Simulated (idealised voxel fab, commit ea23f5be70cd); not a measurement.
process module | voxel capacitor over wiring
cross-section cut | 250 nm wide | cells 5 nm
A cross-section is a grid of square cells, given in bands from the top down. A band is one or more rows of cells.
Each band's line starts with the height of the band's top and of its bottom, in nm. Then come its materials from left to right, each with its width in nm. One material with "throughout" fills the band from edge to edge. "air" is empty space.
Height 0 is the level under which the wafer as received is all one material. The lowest band goes on downwards, as in "0 down".
A width such as "30 to 40" changes by the same amount from each row of cells to the next, from the band's top row to its bottom row.
"no change" after a step means that no cell of the cross-section changed.
closed voids: empty space of 8 cells or more with no open way to the top, each as width x height at its distance from the left edge, in nm
after a step's settings: what the simulator itself notes on the step
overlay nm, on a step with a mask: how far to the right of its planned place the mask lay; to the left if negative
Each pair below shows a cross-section before one step and the cross-section after it, down to the lowest band that changed. The line under each pair gives the step between them, with its settings. The pairs can come from different runs of this module on the same starting wafer, so a pair continues from the pair above only where its "before" says so.
before
  0 down: Si throughout
  closed voids: none
after
  15 to 0: SiO2 throughout
  below 0: unchanged
  closed voids: none
the step between: op CONFORMAL_DEP | material SiO2 | thk nm 15
before: the cross-section after the pair above
after
  20 to 15: SiN throughout
  below 15: unchanged
  closed voids: none
the step between: op CONFORMAL_DEP | material SiN | thk nm 5
before: the cross-section after the pair above
after
  35 to 20: SiO2 throughout
  below 20: unchanged
  closed voids: none
the step between: op DIRECTIONAL_DEP | material SiO2 | thk nm 15
before: the cross-section after the pair above
after
  50 to 35: resist 65 | air 25 | resist 70 | air 25 | resist 65
  below 35: unchanged
  closed voids: none
the step between: op PATTERN | tone open | mask id METAL_1 | material resist | width nm 25 | pitch nm 95 | thk nm 15 | overlay nm 0
before: the cross-section after the pair above
after
  50 to 35: resist 65 | air 25 | resist 70 | air 25 | resist 65
  35 to 20: SiO2 65 | air 25 | SiO2 70 | air 25 | SiO2 65
  below 20: unchanged
  closed voids: none
the step between: op DIRECTIONAL_ETCH | etch materials SiO2 | depth nm 15
before: the cross-section after the pair above
after
  50 to 35: resist 65 | air 25 | resist 70 | air 25 | resist 65
  35 to 20: SiO2 65 | air 25 | SiO2 70 | air 25 | SiO2 65
  20 to 15: SiN 65 | air 25 | SiN 70 | air 25 | SiN 65
  below 15: unchanged
  closed voids: none
the step between: op DIRECTIONAL_ETCH | etch materials SiN | depth nm 5
before: the cross-section after the pair above
after
  35 to 20: SiO2 65 | air 25 | SiO2 70 | air 25 | SiO2 65
  below 20: unchanged
  closed voids: none
the step between: op STRIP | etch materials resist
before: the cross-section after the pair above
after
  40 to 35: TiN 70 | air 15 | TiN 80 | air 15 | TiN 70
  35 to 20: SiO2 65 | TiN 5 | air 15 | TiN 5 | SiO2 70 | TiN 5 | air 15 | TiN 5 | SiO2 65
  20 to 15: SiN 65 | TiN 25 | SiN 70 | TiN 25 | SiN 65
  below 15: unchanged
  closed voids: none
the step between: op CONFORMAL_DEP | material TiN | thk nm 5
before: the cross-section after the pair above
after
  50 to 40: W throughout
  40 to 35: TiN 70 | W 15 | TiN 80 | W 15 | TiN 70
  35 to 20: SiO2 65 | TiN 5 | W 15 | TiN 5 | SiO2 70 | TiN 5 | W 15 | TiN 5 | SiO2 65
  below 20: unchanged
  closed voids: none
the step between: op FILL_DEP | material W | thk nm 10
before: the cross-section after the pair above
after
  35 to 20: SiO2 65 | TiN 5 | W 15 | TiN 5 | SiO2 70 | TiN 5 | W 15 | TiN 5 | SiO2 65
  below 20: unchanged
  closed voids: none
the step between: op CMP | height nm 35
before: the cross-section after the pair above
after
  40 to 35: air 60 | Ru 35 | air 60 | Ru 35 | air 60
  below 35: unchanged
  closed voids: none
the step between: op EPI | material Ru | thk nm 5
before: the cross-section after the pair above
after
  45 to 40: SiCN throughout
  40 to 35: SiCN 60 | Ru 35 | SiCN 60 | Ru 35 | SiCN 60
  below 35: unchanged
  closed voids: none
the step between: op FILL_DEP | material SiCN | thk nm 5
before: the cross-section after the pair above
after
  65 to 45: SiO2 throughout
  below 45: unchanged
  closed voids: none
the step between: op DIRECTIONAL_DEP | material SiO2 | thk nm 20
before: the cross-section after the pair above
after
  65 to 45: SiO2 75 | air 15 | SiO2 160
  below 45: unchanged
  closed voids: none
the step between: op MASKED_ETCH | tone open | mask id PLUG_1 | width nm 15 | etch materials SiO2 | depth nm 20 | overlay nm 0
before: the cross-section after the pair above
after
  65 to 45: SiO2 75 | air 15 | SiO2 160
  45 to 40: SiCN 75 | air 15 | SiCN 160
  below 40: unchanged
  closed voids: none
the step between: op MASKED_ETCH | tone open | mask id PLUG_1 | width nm 15 | etch materials SiCN | depth nm 5 | overlay nm 0
before: the cross-section after the pair above
after
  70 to 65: TiN 80 | air 5 | TiN 165
  65 to 45: SiO2 75 | TiN 5 | air 5 | TiN 5 | SiO2 160
  45 to 40: SiCN 75 | TiN 15 | SiCN 160
  below 40: unchanged
  closed voids: none
the step between: op CONFORMAL_DEP | material TiN | thk nm 5
before: the cross-section after the pair above
after
  75 to 70: Cu throughout
  70 to 65: TiN 80 | Cu 5 | TiN 165
  65 to 45: SiO2 75 | TiN 5 | Cu 5 | TiN 5 | SiO2 160
  below 45: unchanged
  closed voids: none
the step between: op FILL_DEP | material Cu | thk nm 5
before: the cross-section after the pair above
after
  65 to 45: SiO2 75 | TiN 5 | Cu 5 | TiN 5 | SiO2 160
  below 45: unchanged
  closed voids: none
the step between: op CMP | height nm 65
before: the cross-section after the pair above
after
  75 to 65: TiN throughout
  below 65: unchanged
  closed voids: none
the step between: op DIRECTIONAL_DEP | material TiN | thk nm 10
before: the cross-section after the pair above
after
  80 to 75: HfO2 throughout
  below 75: unchanged
  closed voids: none
the step between: op DIRECTIONAL_DEP | material HfO2 | thk nm 5
before: the cross-section after the pair above
after
  90 to 80: TiN throughout
  below 80: unchanged
  closed voids: none
the step between: op DIRECTIONAL_DEP | material TiN | thk nm 10
before: the cross-section after the pair above
after
  100 to 90: aC throughout
  below 90: unchanged
  closed voids: none
the step between: op DIRECTIONAL_DEP | material aC | thk nm 10
before: the cross-section after the pair above
after
  125 to 100: air 75 | resist 75 | air 100
  below 100: unchanged
  closed voids: none
the step between: op PATTERN | tone cover | mask id UPPER_PLATE | material resist | width nm 75 | thk nm 25 | overlay nm 0
before: the cross-section after the pair above
after
  115 to 100: air 75 | resist 75 | air 100
  100 to 90: air 75 | aC 75 | air 100
  below 90: unchanged
  closed voids: none
the step between: op DIRECTIONAL_ETCH | etch materials aC | depth nm 10
before: the cross-section after the pair above
after
  100 to 90: air 75 | aC 75 | air 100
  below 90: unchanged
  closed voids: none
the step between: op STRIP | etch materials resist
before: the cross-section after the pair above
after
  100 to 90: air 75 | aC 75 | air 100
  90 to 80: air 75 | TiN 75 | air 100
  below 80: unchanged
  closed voids: none
the step between: op DIRECTIONAL_ETCH | etch materials TiN | depth nm 10
before: the cross-section after the pair above
after
  100 to 90: air 75 | aC 75 | air 100
  90 to 80: air 75 | TiN 75 | air 100
  80 to 75: air 75 | HfO2 75 | air 100
  below 75: unchanged
  closed voids: none
the step between: op DIRECTIONAL_ETCH | etch materials HfO2 | depth nm 5
before: the cross-section after the pair above
after
  90 to 80: air 75 | TiN 75 | air 100
  below 80: unchanged
  closed voids: none
the step between: op STRIP | etch materials aC
before: the cross-section after the pair above
after
  100 to 90: air 75 | aC 75 | air 100
  90 to 85: air 75 | TiN 75 | air 100
  85 to 80: aC 75 | TiN 75 | aC 100
  80 to 75: aC 75 | HfO2 75 | aC 100
  below 75: unchanged
  closed voids: none
the step between: op DIRECTIONAL_DEP | material aC | thk nm 10
before: the cross-section after the pair above
after
  130 to 100: air 70 | resist 85 | air 95
  100 to 90: air 70 | resist 5 | aC 75 | resist 5 | air 95
  90 to 85: air 70 | resist 5 | TiN 75 | resist 5 | air 95
  below 85: unchanged
  closed voids: none
the step between: op PATTERN | tone cover | mask id LOWER_PLATE | material resist | width nm 85 | thk nm 30 | overlay nm 0
before: the cross-section after the pair above
after
  120 to 100: air 70 | resist 85 | air 95
  100 to 90: air 70 | resist 5 | aC 75 | resist 5 | air 95
  90 to 85: air 70 | resist 5 | TiN 75 | resist 5 | air 95
  85 to 80: air 70 | aC 5 | TiN 75 | aC 5 | air 95
  80 to 75: air 70 | aC 5 | HfO2 75 | aC 5 | air 95
  below 75: unchanged
  closed voids: none
the step between: op DIRECTIONAL_ETCH | etch materials aC | depth nm 10
before: the cross-section after the pair above
after
  100 to 90: air 75 | aC 75 | air 100
  90 to 85: air 75 | TiN 75 | air 100
  below 85: unchanged
  closed voids: none
the step between: op STRIP | etch materials resist
before: the cross-section after the pair above
after
  100 to 90: air 75 | aC 75 | air 100
  90 to 85: air 75 | TiN 75 | air 100
  85 to 80: air 70 | aC 5 | TiN 75 | aC 5 | air 95
  80 to 75: air 70 | aC 5 | HfO2 75 | aC 5 | air 95
  75 to 65: air 70 | TiN 85 | air 95
  below 65: unchanged
  closed voids: none
the step between: op DIRECTIONAL_ETCH | etch materials TiN | depth nm 10
before: the cross-section after the pair above
after
  90 to 80: air 75 | TiN 75 | air 100
  80 to 75: air 75 | HfO2 75 | air 100
  below 75: unchanged
  closed voids: none
the step between: op STRIP | etch materials aC
before: the cross-section after the pair above
after
  105 to 90: SiO2 throughout
  90 to 80: SiO2 75 | TiN 75 | SiO2 100
  80 to 75: SiO2 75 | HfO2 75 | SiO2 100
  75 to 65: SiO2 70 | TiN 85 | SiO2 95
  below 65: unchanged
  closed voids: none
the step between: op FILL_DEP | material SiO2 | thk nm 15
before: the cross-section after the pair above
after
  100 to 90: SiO2 throughout
  below 90: unchanged
  closed voids: none
the step between: op CMP | height nm 100
before: the cross-section after the pair above
after
  110 to 100: aC throughout
  below 100: unchanged
  closed voids: none
the step between: op DIRECTIONAL_DEP | material aC | thk nm 10
before: the cross-section after the pair above
after
  140 to 110: resist 85 | air 15 | resist 150
  below 110: unchanged
  closed voids: none
the step between: op PATTERN | tone open | mask id PLUG_2 | material resist | width nm 15 | thk nm 30 | overlay nm 0
before: the cross-section after the pair above
after
  130 to 110: resist 85 | air 15 | resist 150
  110 to 100: aC 85 | air 15 | aC 150
  below 100: unchanged
  closed voids: none
the step between: op DIRECTIONAL_ETCH | etch materials aC | depth nm 10
before: the cross-section after the pair above
after
  110 to 100: aC 85 | air 15 | aC 150
  below 100: unchanged
  closed voids: none
the step between: op STRIP | etch materials resist
before: the cross-section after the pair above
after
  110 to 100: aC 85 | air 15 | aC 150
  100 to 90: SiO2 85 | air 15 | SiO2 150
  below 90: unchanged
  closed voids: none
the step between: op DIRECTIONAL_ETCH | etch materials SiO2 | depth nm 10
before: the cross-section after the pair above
after
  100 to 90: SiO2 85 | air 15 | SiO2 150
  below 90: unchanged
  closed voids: none
the step between: op STRIP | etch materials aC
before: the cross-section after the pair above
after
  105 to 100: TiN 90 | air 5 | TiN 155
  100 to 95: SiO2 85 | TiN 5 | air 5 | TiN 5 | SiO2 150
  95 to 90: SiO2 85 | TiN 15 | SiO2 150
  below 90: unchanged
  closed voids: none
the step between: op CONFORMAL_DEP | material TiN | thk nm 5
before: the cross-section after the pair above
after
  110 to 105: Ru throughout
  105 to 100: TiN 90 | Ru 5 | TiN 155
  100 to 95: SiO2 85 | TiN 5 | Ru 5 | TiN 5 | SiO2 150
  below 95: unchanged
  closed voids: none
the step between: op FILL_DEP | material Ru | thk nm 5
before: the cross-section after the pair above
after
  100 to 95: SiO2 85 | TiN 5 | Ru 5 | TiN 5 | SiO2 150
  below 95: unchanged
  closed voids: none
the step between: op CMP | height nm 100
before: the cross-section after the pair above
after
  105 to 100: SiN throughout
  below 100: unchanged
  closed voids: none
the step between: op CONFORMAL_DEP | material SiN | thk nm 5
before
  50 to 40: W throughout
  40 to 35: TiN 70 | W 15 | TiN 80 | W 15 | TiN 70
  35 to 20: SiO2 65 | TiN 5 | W 15 | TiN 5 | SiO2 70 | TiN 5 | W 15 | TiN 5 | SiO2 65
  20 to 15: SiN 65 | TiN 25 | SiN 70 | TiN 25 | SiN 65
  15 to 0: SiO2 throughout
  0 down: Si throughout
  closed voids: none
after
  55 to 50: Ru throughout
  below 50: unchanged
  closed voids: none
the step between: op EPI | material Ru | thk nm 5
before: the cross-section after the pair above
after
  60 to 55: SiCN throughout
  below 55: unchanged
  closed voids: none
the step between: op FILL_DEP | material SiCN | thk nm 5
before: the cross-section after the pair above
after
  80 to 60: SiO2 throughout
  below 60: unchanged
  closed voids: none
the step between: op DIRECTIONAL_DEP | material SiO2 | thk nm 20
before: the cross-section after the pair above
after
  80 to 60: SiO2 75 | air 15 | SiO2 160
  below 60: unchanged
  closed voids: none
the step between: op MASKED_ETCH | tone open | mask id PLUG_1 | width nm 15 | etch materials SiO2 | depth nm 20 | overlay nm 0
before: the cross-section after the pair above
after
  80 to 60: SiO2 75 | air 15 | SiO2 160
  60 to 55: SiCN 75 | air 15 | SiCN 160
  below 55: unchanged
  closed voids: none
the step between: op MASKED_ETCH | tone open | mask id PLUG_1 | width nm 15 | etch materials SiCN | depth nm 5 | overlay nm 0
before: the cross-section after the pair above
after
  85 to 80: TiN 80 | air 5 | TiN 165
  80 to 60: SiO2 75 | TiN 5 | air 5 | TiN 5 | SiO2 160
  60 to 55: SiCN 75 | TiN 15 | SiCN 160
  below 55: unchanged
  closed voids: none
the step between: op CONFORMAL_DEP | material TiN | thk nm 5
before: the cross-section after the pair above
after
  90 to 85: Cu throughout
  85 to 80: TiN 80 | Cu 5 | TiN 165
  80 to 60: SiO2 75 | TiN 5 | Cu 5 | TiN 5 | SiO2 160
  below 60: unchanged
  closed voids: none
the step between: op FILL_DEP | material Cu | thk nm 5
before: the cross-section after the pair above
after
  65 to 60: SiO2 75 | TiN 5 | Cu 5 | TiN 5 | SiO2 160
  below 60: unchanged
  closed voids: none
the step between: op CMP | height nm 65
before: the cross-section after the pair above
after
  75 to 65: TiN throughout
  below 65: unchanged
  closed voids: none
the step between: op DIRECTIONAL_DEP | material TiN | thk nm 10
before: the cross-section after the pair above
after
  80 to 75: HfO2 throughout
  below 75: unchanged
  closed voids: none
the step between: op DIRECTIONAL_DEP | material HfO2 | thk nm 5
before: the cross-section after the pair above
after
  90 to 80: TiN throughout
  below 80: unchanged
  closed voids: none
the step between: op DIRECTIONAL_DEP | material TiN | thk nm 10
before: the cross-section after the pair above
after
  100 to 90: aC throughout
  below 90: unchanged
  closed voids: none
the step between: op DIRECTIONAL_DEP | material aC | thk nm 10
before: the cross-section after the pair above
after
  125 to 100: air 75 | resist 75 | air 100
  below 100: unchanged
  closed voids: none
the step between: op PATTERN | tone cover | mask id UPPER_PLATE | material resist | width nm 75 | thk nm 25 | overlay nm 0
before: the cross-section after the pair above
after
  115 to 100: air 75 | resist 75 | air 100
  100 to 90: air 75 | aC 75 | air 100
  below 90: unchanged
  closed voids: none
the step between: op DIRECTIONAL_ETCH | etch materials aC | depth nm 10
before: the cross-section after the pair above
after
  100 to 90: air 75 | aC 75 | air 100
  below 90: unchanged
  closed voids: none
the step between: op STRIP | etch materials resist
before: the cross-section after the pair above
after
  100 to 90: air 75 | aC 75 | air 100
  90 to 80: air 75 | TiN 75 | air 100
  below 80: unchanged
  closed voids: none
the step between: op DIRECTIONAL_ETCH | etch materials TiN | depth nm 10
before: the cross-section after the pair above
after
  100 to 90: air 75 | aC 75 | air 100
  90 to 80: air 75 | TiN 75 | air 100
  80 to 75: air 75 | HfO2 75 | air 100
  below 75: unchanged
  closed voids: none
the step between: op DIRECTIONAL_ETCH | etch materials HfO2 | depth nm 5
before: the cross-section after the pair above
after
  90 to 80: air 75 | TiN 75 | air 100
  below 80: unchanged
  closed voids: none
the step between: op STRIP | etch materials aC
before: the cross-section after the pair above
after
  100 to 90: air 75 | aC 75 | air 100
  90 to 85: air 75 | TiN 75 | air 100
  85 to 80: aC 75 | TiN 75 | aC 100
  80 to 75: aC 75 | HfO2 75 | aC 100
  below 75: unchanged
  closed voids: none
the step between: op DIRECTIONAL_DEP | material aC | thk nm 10
before: the cross-section after the pair above
after
  130 to 100: air 70 | resist 85 | air 95
  100 to 90: air 70 | resist 5 | aC 75 | resist 5 | air 95
  90 to 85: air 70 | resist 5 | TiN 75 | resist 5 | air 95
  below 85: unchanged
  closed voids: none
the step between: op PATTERN | tone cover | mask id LOWER_PLATE | material resist | width nm 85 | thk nm 30 | overlay nm 0
before: the cross-section after the pair above
after
  120 to 100: air 70 | resist 85 | air 95
  100 to 90: air 70 | resist 5 | aC 75 | resist 5 | air 95
  90 to 85: air 70 | resist 5 | TiN 75 | resist 5 | air 95
  85 to 80: air 70 | aC 5 | TiN 75 | aC 5 | air 95
  80 to 75: air 70 | aC 5 | HfO2 75 | aC 5 | air 95
  below 75: unchanged
  closed voids: none
the step between: op DIRECTIONAL_ETCH | etch materials aC | depth nm 10
before: the cross-section after the pair above
after
  100 to 90: air 75 | aC 75 | air 100
  90 to 85: air 75 | TiN 75 | air 100
  below 85: unchanged
  closed voids: none
the step between: op STRIP | etch materials resist
before: the cross-section after the pair above
after
  100 to 90: air 75 | aC 75 | air 100
  90 to 85: air 75 | TiN 75 | air 100
  85 to 80: air 70 | aC 5 | TiN 75 | aC 5 | air 95
  80 to 75: air 70 | aC 5 | HfO2 75 | aC 5 | air 95
  75 to 65: air 70 | TiN 85 | air 95
  below 65: unchanged
  closed voids: none
the step between: op DIRECTIONAL_ETCH | etch materials TiN | depth nm 10
before: the cross-section after the pair above
after
  90 to 80: air 75 | TiN 75 | air 100
  80 to 75: air 75 | HfO2 75 | air 100
  below 75: unchanged
  closed voids: none
the step between: op STRIP | etch materials aC
before: the cross-section after the pair above
after
  105 to 90: SiO2 throughout
  90 to 80: SiO2 75 | TiN 75 | SiO2 100
  80 to 75: SiO2 75 | HfO2 75 | SiO2 100
  75 to 65: SiO2 70 | TiN 85 | SiO2 95
  below 65: unchanged
  closed voids: none
the step between: op FILL_DEP | material SiO2 | thk nm 15
before: the cross-section after the pair above
after
  100 to 90: SiO2 throughout
  below 90: unchanged
  closed voids: none
the step between: op CMP | height nm 100
before: the cross-section after the pair above
after
  110 to 100: aC throughout
  below 100: unchanged
  closed voids: none
the step between: op DIRECTIONAL_DEP | material aC | thk nm 10
before: the cross-section after the pair above
after
  140 to 110: resist 85 | air 15 | resist 150
  below 110: unchanged
  closed voids: none
the step between: op PATTERN | tone open | mask id PLUG_2 | material resist | width nm 15 | thk nm 30 | overlay nm 0
before: the cross-section after the pair above
after
  130 to 110: resist 85 | air 15 | resist 150
  110 to 100: aC 85 | air 15 | aC 150
  below 100: unchanged
  closed voids: none
the step between: op DIRECTIONAL_ETCH | etch materials aC | depth nm 10
before: the cross-section after the pair above
after
  110 to 100: aC 85 | air 15 | aC 150
  below 100: unchanged
  closed voids: none
the step between: op STRIP | etch materials resist
before: the cross-section after the pair above
after
  110 to 100: aC 85 | air 15 | aC 150
  100 to 90: SiO2 85 | air 15 | SiO2 150
  below 90: unchanged
  closed voids: none
the step between: op DIRECTIONAL_ETCH | etch materials SiO2 | depth nm 10
before: the cross-section after the pair above
after
  100 to 90: SiO2 85 | air 15 | SiO2 150
  below 90: unchanged
  closed voids: none
the step between: op STRIP | etch materials aC
before: the cross-section after the pair above
after
  105 to 100: TiN 90 | air 5 | TiN 155
  100 to 95: SiO2 85 | TiN 5 | air 5 | TiN 5 | SiO2 150
  95 to 90: SiO2 85 | TiN 15 | SiO2 150
  below 90: unchanged
  closed voids: none
the step between: op CONFORMAL_DEP | material TiN | thk nm 5
before: the cross-section after the pair above
after
  110 to 105: Ru throughout
  105 to 100: TiN 90 | Ru 5 | TiN 155
  100 to 95: SiO2 85 | TiN 5 | Ru 5 | TiN 5 | SiO2 150
  below 95: unchanged
  closed voids: none
the step between: op FILL_DEP | material Ru | thk nm 5
before: the cross-section after the pair above
after
  100 to 95: SiO2 85 | TiN 5 | Ru 5 | TiN 5 | SiO2 150
  below 95: unchanged
  closed voids: none
the step between: op CMP | height nm 100
before: the cross-section after the pair above
after
  105 to 100: SiN throughout
  below 100: unchanged
  closed voids: none
the step between: op CONFORMAL_DEP | material SiN | thk nm 5
before
  0 down: Si throughout
  closed voids: none
after
  5 to 0: SiN throughout
  below 0: unchanged
  closed voids: none
the step between: op CONFORMAL_DEP | material SiN | thk nm 5
before: the cross-section after the pair above
after
  20 to 5: SiO2 throughout
  below 5: unchanged
  closed voids: none
the step between: op CONFORMAL_DEP | material SiO2 | thk nm 15
before: the cross-section after the pair above
after
  35 to 5: SiO2 throughout
  below 5: unchanged
  closed voids: none
the step between: op DIRECTIONAL_DEP | material SiO2 | thk nm 15
before: the cross-section after the pair above
after
  50 to 35: resist 65 | air 25 | resist 70 | air 25 | resist 65
  below 35: unchanged
  closed voids: none
the step between: op PATTERN | tone open | mask id METAL_1 | material resist | width nm 25 | pitch nm 95 | thk nm 15 | overlay nm 0
before: the cross-section after the pair above
after
  50 to 35: resist 65 | air 25 | resist 70 | air 25 | resist 65
  35 to 20: SiO2 65 | air 25 | SiO2 70 | air 25 | SiO2 65
  below 20: unchanged
  closed voids: none
the step between: op DIRECTIONAL_ETCH | etch materials SiO2 | depth nm 15
before: the cross-section after the pair above
after
  35 to 20: SiO2 65 | air 25 | SiO2 70 | air 25 | SiO2 65
  below 20: unchanged
  closed voids: none
the step between: op STRIP | etch materials resist
before: the cross-section after the pair above
after
  40 to 35: TiN 70 | air 15 | TiN 80 | air 15 | TiN 70
  35 to 25: SiO2 65 | TiN 5 | air 15 | TiN 5 | SiO2 70 | TiN 5 | air 15 | TiN 5 | SiO2 65
  25 to 20: SiO2 65 | TiN 25 | SiO2 70 | TiN 25 | SiO2 65
  below 20: unchanged
  closed voids: none
the step between: op CONFORMAL_DEP | material TiN | thk nm 5
before: the cross-section after the pair above
after
  50 to 40: W throughout
  40 to 35: TiN 70 | W 15 | TiN 80 | W 15 | TiN 70
  35 to 25: SiO2 65 | TiN 5 | W 15 | TiN 5 | SiO2 70 | TiN 5 | W 15 | TiN 5 | SiO2 65
  below 25: unchanged
  closed voids: none
the step between: op FILL_DEP | material W | thk nm 10
before: the cross-section after the pair above
after
  35 to 25: SiO2 65 | TiN 5 | W 15 | TiN 5 | SiO2 70 | TiN 5 | W 15 | TiN 5 | SiO2 65
  below 25: unchanged
  closed voids: none
the step between: op CMP | height nm 35
before: the cross-section after the pair above
after
  40 to 35: air 60 | Ru 35 | air 60 | Ru 35 | air 60
  below 35: unchanged
  closed voids: none
the step between: op EPI | material Ru | thk nm 5
before: the cross-section after the pair above
after
  45 to 40: SiCN throughout
  40 to 35: SiCN 60 | Ru 35 | SiCN 60 | Ru 35 | SiCN 60
  below 35: unchanged
  closed voids: none
the step between: op FILL_DEP | material SiCN | thk nm 5
before: the cross-section after the pair above
after
  65 to 45: SiO2 throughout
  below 45: unchanged
  closed voids: none
the step between: op DIRECTIONAL_DEP | material SiO2 | thk nm 20
before: the cross-section after the pair above
after
  65 to 45: SiO2 75 | air 15 | SiO2 160
  below 45: unchanged
  closed voids: none
the step between: op MASKED_ETCH | tone open | mask id PLUG_1 | width nm 15 | etch materials SiO2 | depth nm 20 | overlay nm 0
before: the cross-section after the pair above
after
  65 to 45: SiO2 75 | air 15 | SiO2 160
  45 to 40: SiCN 75 | air 15 | SiCN 160
  below 40: unchanged
  closed voids: none
the step between: op MASKED_ETCH | tone open | mask id PLUG_1 | width nm 15 | etch materials SiCN | depth nm 5 | overlay nm 0
before: the cross-section after the pair above
after
  70 to 65: TiN 80 | air 5 | TiN 165
  65 to 45: SiO2 75 | TiN 5 | air 5 | TiN 5 | SiO2 160
  45 to 40: SiCN 75 | TiN 15 | SiCN 160
  below 40: unchanged
  closed voids: none
the step between: op CONFORMAL_DEP | material TiN | thk nm 5
before: the cross-section after the pair above
after
  75 to 70: Cu throughout
  70 to 65: TiN 80 | Cu 5 | TiN 165
  65 to 45: SiO2 75 | TiN 5 | Cu 5 | TiN 5 | SiO2 160
  below 45: unchanged
  closed voids: none
the step between: op FILL_DEP | material Cu | thk nm 5
before: the cross-section after the pair above
after
  65 to 45: SiO2 75 | TiN 5 | Cu 5 | TiN 5 | SiO2 160
  below 45: unchanged
  closed voids: none
the step between: op CMP | height nm 65
before: the cross-section after the pair above
after
  75 to 65: TiN throughout
  below 65: unchanged
  closed voids: none
the step between: op DIRECTIONAL_DEP | material TiN | thk nm 10
before: the cross-section after the pair above
after
  80 to 75: HfO2 throughout
  below 75: unchanged
  closed voids: none
the step between: op DIRECTIONAL_DEP | material HfO2 | thk nm 5
before: the cross-section after the pair above
after
  90 to 80: TiN throughout
  below 80: unchanged
  closed voids: none
the step between: op DIRECTIONAL_DEP | material TiN | thk nm 10
before: the cross-section after the pair above
after
  100 to 90: aC throughout
  below 90: unchanged
  closed voids: none
the step between: op DIRECTIONAL_DEP | material aC | thk nm 10
before: the cross-section after the pair above
after
  125 to 100: air 75 | resist 75 | air 100
  below 100: unchanged
  closed voids: none
the step between: op PATTERN | tone cover | mask id UPPER_PLATE | material resist | width nm 75 | thk nm 25 | overlay nm 0
before: the cross-section after the pair above
after
  115 to 100: air 75 | resist 75 | air 100
  100 to 90: air 75 | aC 75 | air 100
  below 90: unchanged
  closed voids: none
the step between: op DIRECTIONAL_ETCH | etch materials aC | depth nm 10
before: the cross-section after the pair above
after
  100 to 90: air 75 | aC 75 | air 100
  below 90: unchanged
  closed voids: none
the step between: op STRIP | etch materials resist
before: the cross-section after the pair above
after
  100 to 90: air 75 | aC 75 | air 100
  90 to 80: air 75 | TiN 75 | air 100
  below 80: unchanged
  closed voids: none
the step between: op DIRECTIONAL_ETCH | etch materials TiN | depth nm 10
before: the cross-section after the pair above
after
  100 to 90: air 75 | aC 75 | air 100
  90 to 80: air 75 | TiN 75 | air 100
  80 to 75: air 75 | HfO2 75 | air 100
  below 75: unchanged
  closed voids: none
the step between: op DIRECTIONAL_ETCH | etch materials HfO2 | depth nm 5
before: the cross-section after the pair above
after
  90 to 80: air 75 | TiN 75 | air 100
  below 80: unchanged
  closed voids: none
the step between: op STRIP | etch materials aC
before: the cross-section after the pair above
after
  100 to 90: air 75 | aC 75 | air 100
  90 to 85: air 75 | TiN 75 | air 100
  85 to 80: aC 75 | TiN 75 | aC 100
  80 to 75: aC 75 | HfO2 75 | aC 100
  below 75: unchanged
  closed voids: none
the step between: op DIRECTIONAL_DEP | material aC | thk nm 10
before: the cross-section after the pair above
after
  130 to 100: air 70 | resist 85 | air 95
  100 to 90: air 70 | resist 5 | aC 75 | resist 5 | air 95
  90 to 85: air 70 | resist 5 | TiN 75 | resist 5 | air 95
  below 85: unchanged
  closed voids: none
the step between: op PATTERN | tone cover | mask id LOWER_PLATE | material resist | width nm 85 | thk nm 30 | overlay nm 0
before: the cross-section after the pair above
after
  120 to 100: air 70 | resist 85 | air 95
  100 to 90: air 70 | resist 5 | aC 75 | resist 5 | air 95
  90 to 85: air 70 | resist 5 | TiN 75 | resist 5 | air 95
  85 to 80: air 70 | aC 5 | TiN 75 | aC 5 | air 95
  80 to 75: air 70 | aC 5 | HfO2 75 | aC 5 | air 95
  below 75: unchanged
  closed voids: none
the step between: op DIRECTIONAL_ETCH | etch materials aC | depth nm 10
before: the cross-section after the pair above
after
  100 to 90: air 75 | aC 75 | air 100
  90 to 85: air 75 | TiN 75 | air 100
  below 85: unchanged
  closed voids: none
the step between: op STRIP | etch materials resist
before: the cross-section after the pair above
after
  100 to 90: air 75 | aC 75 | air 100
  90 to 85: air 75 | TiN 75 | air 100
  85 to 80: air 70 | aC 5 | TiN 75 | aC 5 | air 95
  80 to 75: air 70 | aC 5 | HfO2 75 | aC 5 | air 95
  75 to 65: air 70 | TiN 85 | air 95
  below 65: unchanged
  closed voids: none
the step between: op DIRECTIONAL_ETCH | etch materials TiN | depth nm 10
before: the cross-section after the pair above
after
  90 to 80: air 75 | TiN 75 | air 100
  80 to 75: air 75 | HfO2 75 | air 100
  below 75: unchanged
  closed voids: none
the step between: op STRIP | etch materials aC
before: the cross-section after the pair above
after
  105 to 90: SiO2 throughout
  90 to 80: SiO2 75 | TiN 75 | SiO2 100
  80 to 75: SiO2 75 | HfO2 75 | SiO2 100
  75 to 65: SiO2 70 | TiN 85 | SiO2 95
  below 65: unchanged
  closed voids: none
the step between: op FILL_DEP | material SiO2 | thk nm 15
before: the cross-section after the pair above
after
  100 to 90: SiO2 throughout
  below 90: unchanged
  closed voids: none
the step between: op CMP | height nm 100
before: the cross-section after the pair above
after
  110 to 100: aC throughout
  below 100: unchanged
  closed voids: none
the step between: op DIRECTIONAL_DEP | material aC | thk nm 10
before: the cross-section after the pair above
after
  140 to 110: resist 85 | air 15 | resist 150
  below 110: unchanged
  closed voids: none
the step between: op PATTERN | tone open | mask id PLUG_2 | material resist | width nm 15 | thk nm 30 | overlay nm 0
before: the cross-section after the pair above
after
  130 to 110: resist 85 | air 15 | resist 150
  110 to 100: aC 85 | air 15 | aC 150
  below 100: unchanged
  closed voids: none
the step between: op DIRECTIONAL_ETCH | etch materials aC | depth nm 10
before: the cross-section after the pair above
after
  110 to 100: aC 85 | air 15 | aC 150
  below 100: unchanged
  closed voids: none
the step between: op STRIP | etch materials resist
before: the cross-section after the pair above
after
  110 to 100: aC 85 | air 15 | aC 150
  100 to 90: SiO2 85 | air 15 | SiO2 150
  below 90: unchanged
  closed voids: none
the step between: op DIRECTIONAL_ETCH | etch materials SiO2 | depth nm 10
before: the cross-section after the pair above
after
  100 to 90: SiO2 85 | air 15 | SiO2 150
  below 90: unchanged
  closed voids: none
the step between: op STRIP | etch materials aC
before: the cross-section after the pair above
after
  105 to 100: TiN 90 | air 5 | TiN 155
  100 to 95: SiO2 85 | TiN 5 | air 5 | TiN 5 | SiO2 150
  95 to 90: SiO2 85 | TiN 15 | SiO2 150
  below 90: unchanged
  closed voids: none
the step between: op CONFORMAL_DEP | material TiN | thk nm 5
before: the cross-section after the pair above
after
  110 to 105: Ru throughout
  105 to 100: TiN 90 | Ru 5 | TiN 155
  100 to 95: SiO2 85 | TiN 5 | Ru 5 | TiN 5 | SiO2 150
  below 95: unchanged
  closed voids: none
the step between: op FILL_DEP | material Ru | thk nm 5
before: the cross-section after the pair above
after
  100 to 95: SiO2 85 | TiN 5 | Ru 5 | TiN 5 | SiO2 150
  below 95: unchanged
  closed voids: none
the step between: op CMP | height nm 100
